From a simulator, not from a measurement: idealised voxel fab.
Process module, titled voxel self aligned vias
Square cells of 5 nm make up the cross-section cut, whose width is 225 nm.
Heads up, the way a cross-section reads in here is a grid of square cells, handed over as bands from the top down, with every band being one or more rows of cells. This entry defines a band. It first specifies the height of the band's top and the height of its bottom in nm, and then specifies the band's materials from left to right, stating each material with its width in nm. The word "all across" identifies a single material that fills the band from edge to edge, while the word "empty" identifies empty space. Height is counted from the level 0, under which the received wafer is composed throughout of one material. The lowest of the bands is not closed at the bottom but continues downward, in the notation "from 0 down". Width spec "30->40" -> top row of cells at first value, bottom row at second value, equal per-row change in between. Where a step carries "stayed the same", the cross-section came out of it unchanged, cell for cell. "Enclosed voids" lists enclosed empty spaces (at least 8 cells, no open path upward to the top), each as width x height at distance from the left edge, in nm. Step line, after settings: the simulator's comment on this step. You can add "overlay nm" to a step's line. For a step with a mask, it describes how far the mask lay to the right of its planned position, and a negative number describes a lay to the left.

Process steps foreseen in the plan
step 1: RECEIVE, material Si
step 2: CONFORMAL_DEP, material SiO2, thk nm 15
step 3: CONFORMAL_DEP, material SiCN, thk nm 5
step 4: DIRECTIONAL_DEP, material SiO2, thk nm 20
step 5: MASKED_ETCH, tone open, mask id LINES, width nm 25, pitch nm 75, etch materials SiO2, depth nm 20, overlay nm 0
step 6: CONFORMAL_DEP, material TiN, thk nm 5
step 7: FILL_DEP, material W, thk nm 10
step 8: CMP, height nm 40
step 9: SELECTIVE_ETCH, etch materials W Ru TiN, depth nm 5
step 10: FILL_DEP, material SiN, thk nm 10
step 11: CMP, height nm 40
step 12: DIRECTIONAL_DEP, material SiO2, thk nm 15
step 13: DIRECTIONAL_DEP, material aC, thk nm 10
step 14: PATTERN, tone open, mask id VIAS, material resist, width nm 45, pitch nm 75, thk nm 30, overlay nm 0
step 15: DIRECTIONAL_ETCH, etch materials aC, depth nm 10
step 16: STRIP, etch materials resist
step 17: DIRECTIONAL_ETCH, etch materials SiO2, depth nm 15
step 18: DIRECTIONAL_ETCH, etch materials SiN, depth nm 5
step 19: STRIP, etch materials aC
step 20: CONFORMAL_DEP, material TiN, thk nm 5
step 21: FILL_DEP, material Cu, thk nm 10
step 22: CMP, height nm 55
step 23: CONFORMAL_DEP, material SiN, thk nm 5

Delivered wafer in cross-section: state after step 1
from 0 down = Si all across
Enclosed voids: none

Starting structure and process plan are as shown above, but one mistake was made in running the module; the wafer cross-section at the end of the module follows
from 60 to 55 = SiN all across
from 55 to 45 = 50 of SiO2 / 5 of TiN / 35 of Cu / 5 of TiN / 30 of SiO2 / 5 of TiN / 35 of Cu / 5 of TiN / 55 of SiO2
from 45 to 40 = 50 of SiO2 / 15 of TiN / 15 of Cu / 15 of TiN / 30 of SiO2 / 15 of TiN / 15 of Cu / 15 of TiN / 55 of SiO2
from 40 to 35 = 60 of SiO2 / 25 of TiN / 50 of SiO2 / 25 of TiN / 65 of SiO2
from 35 to 25 = 60 of SiO2 / 5 of TiN / 15 of W / 5 of TiN / 50 of SiO2 / 5 of TiN / 15 of W / 5 of TiN / 65 of SiO2
from 25 to 20 = 60 of SiO2 / 25 of TiN / 50 of SiO2 / 25 of TiN / 65 of SiO2
from 20 to 5 = SiO2 all across
from 5 to 0 = SiCN all across
from 0 down = Si all across
Enclosed voids: none
Finding, execution versus plan: ran 2 and 3 in swapped order versus the plan
